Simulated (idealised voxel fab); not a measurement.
The name of this process module is voxel self aligned contacts.
Square cell edge 5 nm, section width 265 nm, ID cut.
In this document a cross-section is written as a grid of square cells. It is given as a series of bands, listed from the top down, and a band is one or more rows of cells. Within each band entry, the heights of the top and of the bottom of the band appear first, in that order and in nm; the materials of the band then follow from left to right, each with its corresponding width in nm. The designation "everywhere" on a single material indicates that it fills the band from edge to edge; the designation "air" indicates empty space. The level at which height equals 0 is the one under which the wafer, as it arrives, is entirely one material. No lower edge exists for the bottom band, which continues downward and is notated as in "0 nm and below". The width entry "30..40" should be interpreted row by row: the top row of cells in the band takes the first number, the bottom row takes the second number, and the change between adjacent rows is uniform throughout. Reading "same as before" for a step: not a cell of the cross-section changed in it. Empty spaces counting at least 8 cells and having no open way to the top are listed in "Non-vented voids". The notation width x height at distance is used for each, the distance being from the left edge and all three values in nm. Formally, on a step line, whatever follows the settings is a remark that the simulator itself makes on the step. "overlay nm", when on a step's line for a step with a mask, measures how far to the right of its planned place the mask lay; a negative measure means to the left.

Below is the list of planned process steps:
step 1: RECEIVE, material Si
step 2: OXIDIZE, depth nm 5
step 3: DIRECTIONAL_DEP, material polySi, thk nm 20
step 4: DIRECTIONAL_DEP, material SiN, thk nm 15
step 5: PATTERN, tone cover, mask id GATE, material resist, width nm 35, pitch nm 70, thk nm 20, overlay nm 0
step 6: DIRECTIONAL_ETCH, etch materials SiN, depth nm 15
step 7: DIRECTIONAL_ETCH, etch materials polySi, depth nm 20
step 8: STRIP, etch materials resist
step 9: CONFORMAL_DEP, material SiN, thk nm 5
step 10: DIRECTIONAL_ETCH, etch materials SiN, depth nm 5
step 11: FILL_DEP, material SiO2, thk nm 15
step 12: CMP, height nm 40
step 13: PATTERN, tone open, mask id CONTACT, material resist, width nm 45, thk nm 15, overlay nm 0
step 14: DIRECTIONAL_ETCH, etch materials SiO2, depth nm 45
step 15: STRIP, etch materials resist
step 16: CONFORMAL_DEP, material TiN, thk nm 5
step 17: FILL_DEP, material Ru, thk nm 5
step 18: CMP, height nm 40
step 19: CONFORMAL_DEP, material SiN, thk nm 5

So, the first of our two wafers, run just as we planned it:

Here's what the wafer looked like in cross-section when it arrived - that's after step 1:
  0 nm and below = Si everywhere
  Non-vented voids: none

After step 2: wafer cross-section:
  0 nm to -5 nm = SiO2 everywhere
  Anything lower than -5 is untouched.

After step 3: wafer cross-section:
  20 nm to 0 nm = polySi everywhere
  Anything lower than 0 is untouched.

After step 4: wafer cross-section:
  35 nm to 20 nm = SiN everywhere
  Anything lower than 20 is untouched.

After step 5: wafer cross-section:
  55 nm to 35 nm = air 80 nm / resist 35 nm / air 35 nm / resist 35 nm / air 80 nm
  Anything lower than 35 is untouched.

After step 6: wafer cross-section:
  55 nm to 35 nm = air 80 nm / resist 35 nm / air 35 nm / resist 35 nm / air 80 nm
  35 nm to 20 nm = air 80 nm / SiN 35 nm / air 35 nm / SiN 35 nm / air 80 nm
  Anything lower than 20 is untouched.

After step 7: wafer cross-section:
  55 nm to 35 nm = air 80 nm / resist 35 nm / air 35 nm / resist 35 nm / air 80 nm
  35 nm to 20 nm = air 80 nm / SiN 35 nm / air 35 nm / SiN 35 nm / air 80 nm
  20 nm to 0 nm = air 80 nm / polySi 35 nm / air 35 nm / polySi 35 nm / air 80 nm
  Anything lower than 0 is untouched.

After step 8: wafer cross-section:
  35 nm to 20 nm = air 80 nm / SiN 35 nm / air 35 nm / SiN 35 nm / air 80 nm
  Anything lower than 20 is untouched.

After step 9: wafer cross-section:
  40 nm to 20 nm = air 75 nm / SiN 45 nm / air 25 nm / SiN 45 nm / air 75 nm
  20 nm to 5 nm = air 75 nm / SiN 5 nm / polySi 35 nm / SiN 5 nm / air 25 nm / SiN 5 nm / polySi 35 nm / SiN 5 nm / air 75 nm
  5 nm to 0 nm = SiN 80 nm / polySi 35 nm / SiN 35 nm / polySi 35 nm / SiN 80 nm
  Anything lower than 0 is untouched.

After step 10: wafer cross-section:
  35 nm to 20 nm = air 75 nm / SiN 45 nm / air 25 nm / SiN 45 nm / air 75 nm
  20 nm to 0 nm = air 75 nm / SiN 5 nm / polySi 35 nm / SiN 5 nm / air 25 nm / SiN 5 nm / polySi 35 nm / SiN 5 nm / air 75 nm
  Anything lower than 0 is untouched.

After step 11: wafer cross-section:
  50 nm to 35 nm = SiO2 everywhere
  35 nm to 20 nm = SiO2 75 nm / SiN 45 nm / SiO2 25 nm / SiN 45 nm / SiO2 75 nm
  20 nm to 0 nm = SiO2 75 nm / SiN 5 nm / polySi 35 nm / SiN 5 nm / SiO2 25 nm / SiN 5 nm / polySi 35 nm / SiN 5 nm / SiO2 75 nm
  Anything lower than 0 is untouched.

After step 12: wafer cross-section:
  40 nm to 35 nm = SiO2 everywhere
  Anything lower than 35 is untouched.

After step 13: wafer cross-section:
  55 nm to 40 nm = resist 110 nm / air 45 nm / resist 110 nm
  Anything lower than 40 is untouched.

After step 14: wafer cross-section:
  55 nm to 40 nm = resist 110 nm / air 45 nm / resist 110 nm
  40 nm to 35 nm = SiO2 110 nm / air 45 nm / SiO2 110 nm
  35 nm to 20 nm = SiO2 75 nm / SiN 45 nm / air 25 nm / SiN 45 nm / SiO2 75 nm
  20 nm to 0 nm = SiO2 75 nm / SiN 5 nm / polySi 35 nm / SiN 5 nm / air 25 nm / SiN 5 nm / polySi 35 nm / SiN 5 nm / SiO2 75 nm
  0 nm to -5 nm = SiO2 120 nm / air 25 nm / SiO2 120 nm
  Anything lower than -5 is untouched.

After step 15: wafer cross-section:
  40 nm to 35 nm = SiO2 110 nm / air 45 nm / SiO2 110 nm
  Anything lower than 35 is untouched.

After step 16: wafer cross-section:
  45 nm to 40 nm = TiN 115 nm / air 35 nm / TiN 115 nm
  40 nm to 35 nm = SiO2 110 nm / TiN 15 nm / air 15 nm / TiN 15 nm / SiO2 110 nm
  35 nm to 20 nm = SiO2 75 nm / SiN 45 nm / TiN 5 nm / air 15 nm / TiN 5 nm / SiN 45 nm / SiO2 75 nm
  20 nm to 0 nm = SiO2 75 nm / SiN 5 nm / polySi 35 nm / SiN 5 nm / TiN 5 nm / air 15 nm / TiN 5 nm / SiN 5 nm / polySi 35 nm / SiN 5 nm / SiO2 75 nm
  0 nm to -5 nm = SiO2 120 nm / TiN 25 nm / SiO2 120 nm
  Anything lower than -5 is untouched.

After step 17: wafer cross-section:
  50 nm to 45 nm = Ru everywhere
  45 nm to 40 nm = TiN 115 nm / Ru 35 nm / TiN 115 nm
  40 nm to 35 nm = SiO2 110 nm / TiN 15 nm / Ru 15 nm / TiN 15 nm / SiO2 110 nm
  35 nm to 20 nm = SiO2 75 nm / SiN 45 nm / TiN 5 nm / Ru 15 nm / TiN 5 nm / SiN 45 nm / SiO2 75 nm
  20 nm to 0 nm = SiO2 75 nm / SiN 5 nm / polySi 35 nm / SiN 5 nm / TiN 5 nm / Ru 15 nm / TiN 5 nm / SiN 5 nm / polySi 35 nm / SiN 5 nm / SiO2 75 nm
  Anything lower than 0 is untouched.

After step 18: wafer cross-section:
  40 nm to 35 nm = SiO2 110 nm / TiN 15 nm / Ru 15 nm / TiN 15 nm / SiO2 110 nm
  Anything lower than 35 is untouched.

After step 19: wafer cross-section:
  45 nm to 40 nm = SiN everywhere
  Anything lower than 40 is untouched.

Second wafer - shared start and plan with the first - one error in running - same as the first up to step 1 inclusive:

Second wafer, section view, time point: scheduled end of step 2: same as before

Second wafer, section view, time point: scheduled end of step 3:
  20 nm to 0 nm = polySi everywhere
  Anything lower than 0 is untouched.

Second wafer, section view, time point: scheduled end of step 4:
  35 nm to 20 nm = SiN everywhere
  Anything lower than 20 is untouched.

Second wafer, section view, time point: scheduled end of step 5:
  55 nm to 35 nm = air 80 nm / resist 35 nm / air 35 nm / resist 35 nm / air 80 nm
  Anything lower than 35 is untouched.

Second wafer, section view, time point: scheduled end of step 6:
  55 nm to 35 nm = air 80 nm / resist 35 nm / air 35 nm / resist 35 nm / air 80 nm
  35 nm to 20 nm = air 80 nm / SiN 35 nm / air 35 nm / SiN 35 nm / air 80 nm
  Anything lower than 20 is untouched.

Second wafer, section view, time point: scheduled end of step 7:
  55 nm to 35 nm = air 80 nm / resist 35 nm / air 35 nm / resist 35 nm / air 80 nm
  35 nm to 20 nm = air 80 nm / SiN 35 nm / air 35 nm / SiN 35 nm / air 80 nm
  20 nm to 0 nm = air 80 nm / polySi 35 nm / air 35 nm / polySi 35 nm / air 80 nm
  Anything lower than 0 is untouched.

Second wafer, section view, time point: scheduled end of step 8:
  35 nm to 20 nm = air 80 nm / SiN 35 nm / air 35 nm / SiN 35 nm / air 80 nm
  Anything lower than 20 is untouched.

Second wafer, section view, time point: scheduled end of step 9:
  40 nm to 20 nm = air 75 nm / SiN 45 nm / air 25 nm / SiN 45 nm / air 75 nm
  20 nm to 5 nm = air 75 nm / SiN 5 nm / polySi 35 nm / SiN 5 nm / air 25 nm / SiN 5 nm / polySi 35 nm / SiN 5 nm / air 75 nm
  5 nm to 0 nm = SiN 80 nm / polySi 35 nm / SiN 35 nm / polySi 35 nm / SiN 80 nm
  Anything lower than 0 is untouched.

Second wafer, section view, time point: scheduled end of step 10:
  35 nm to 20 nm = air 75 nm / SiN 45 nm / air 25 nm / SiN 45 nm / air 75 nm
  20 nm to 0 nm = air 75 nm / SiN 5 nm / polySi 35 nm / SiN 5 nm / air 25 nm / SiN 5 nm / polySi 35 nm / SiN 5 nm / air 75 nm
  Anything lower than 0 is untouched.

Second wafer, section view, time point: scheduled end of step 11:
  50 nm to 35 nm = SiO2 everywhere
  35 nm to 20 nm = SiO2 75 nm / SiN 45 nm / SiO2 25 nm / SiN 45 nm / SiO2 75 nm
  20 nm to 0 nm = SiO2 75 nm / SiN 5 nm / polySi 35 nm / SiN 5 nm / SiO2 25 nm / SiN 5 nm / polySi 35 nm / SiN 5 nm / SiO2 75 nm
  Anything lower than 0 is untouched.

Second wafer, section view, time point: scheduled end of step 12:
  40 nm to 35 nm = SiO2 everywhere
  Anything lower than 35 is untouched.

Second wafer, section view, time point: scheduled end of step 13:
  55 nm to 40 nm = resist 110 nm / air 45 nm / resist 110 nm
  Anything lower than 40 is untouched.

Second wafer, section view, time point: scheduled end of step 14:
  55 nm to 40 nm = resist 110 nm / air 45 nm / resist 110 nm
  40 nm to 35 nm = SiO2 110 nm / air 45 nm / SiO2 110 nm
  35 nm to 20 nm = SiO2 75 nm / SiN 45 nm / air 25 nm / SiN 45 nm / SiO2 75 nm
  20 nm to 0 nm = SiO2 75 nm / SiN 5 nm / polySi 35 nm / SiN 5 nm / air 25 nm / SiN 5 nm / polySi 35 nm / SiN 5 nm / SiO2 75 nm
  Anything lower than 0 is untouched.

Second wafer, section view, time point: scheduled end of step 15:
  40 nm to 35 nm = SiO2 110 nm / air 45 nm / SiO2 110 nm
  Anything lower than 35 is untouched.

Second wafer, section view, time point: scheduled end of step 16:
  45 nm to 40 nm = TiN 115 nm / air 35 nm / TiN 115 nm
  40 nm to 35 nm = SiO2 110 nm / TiN 15 nm / air 15 nm / TiN 15 nm / SiO2 110 nm
  35 nm to 20 nm = SiO2 75 nm / SiN 45 nm / TiN 5 nm / air 15 nm / TiN 5 nm / SiN 45 nm / SiO2 75 nm
  20 nm to 5 nm = SiO2 75 nm / SiN 5 nm / polySi 35 nm / SiN 5 nm / TiN 5 nm / air 15 nm / TiN 5 nm / SiN 5 nm / polySi 35 nm / SiN 5 nm / SiO2 75 nm
  5 nm to 0 nm = SiO2 75 nm / SiN 5 nm / polySi 35 nm / SiN 5 nm / TiN 25 nm / SiN 5 nm / polySi 35 nm / SiN 5 nm / SiO2 75 nm
  Anything lower than 0 is untouched.

Second wafer, section view, time point: scheduled end of step 17:
  50 nm to 45 nm = Ru everywhere
  45 nm to 40 nm = TiN 115 nm / Ru 35 nm / TiN 115 nm
  40 nm to 35 nm = SiO2 110 nm / TiN 15 nm / Ru 15 nm / TiN 15 nm / SiO2 110 nm
  35 nm to 20 nm = SiO2 75 nm / SiN 45 nm / TiN 5 nm / Ru 15 nm / TiN 5 nm / SiN 45 nm / SiO2 75 nm
  20 nm to 5 nm = SiO2 75 nm / SiN 5 nm / polySi 35 nm / SiN 5 nm / TiN 5 nm / Ru 15 nm / TiN 5 nm / SiN 5 nm / polySi 35 nm / SiN 5 nm / SiO2 75 nm
  Anything lower than 5 is untouched.

Second wafer, section view, time point: scheduled end of step 18:
  40 nm to 35 nm = SiO2 110 nm / TiN 15 nm / Ru 15 nm / TiN 15 nm / SiO2 110 nm
  Anything lower than 35 is untouched.

Second wafer, section view, time point: scheduled end of step 19:
  45 nm to 40 nm = SiN everywhere
  Anything lower than 40 is untouched.
Where did the run depart from the plan? step 2 was left out
Cell-count delta at end, second wafer over first, by material: 3 fewer of Ru, 53 more of Si, 48 fewer of SiO2, 2 fewer of TiN
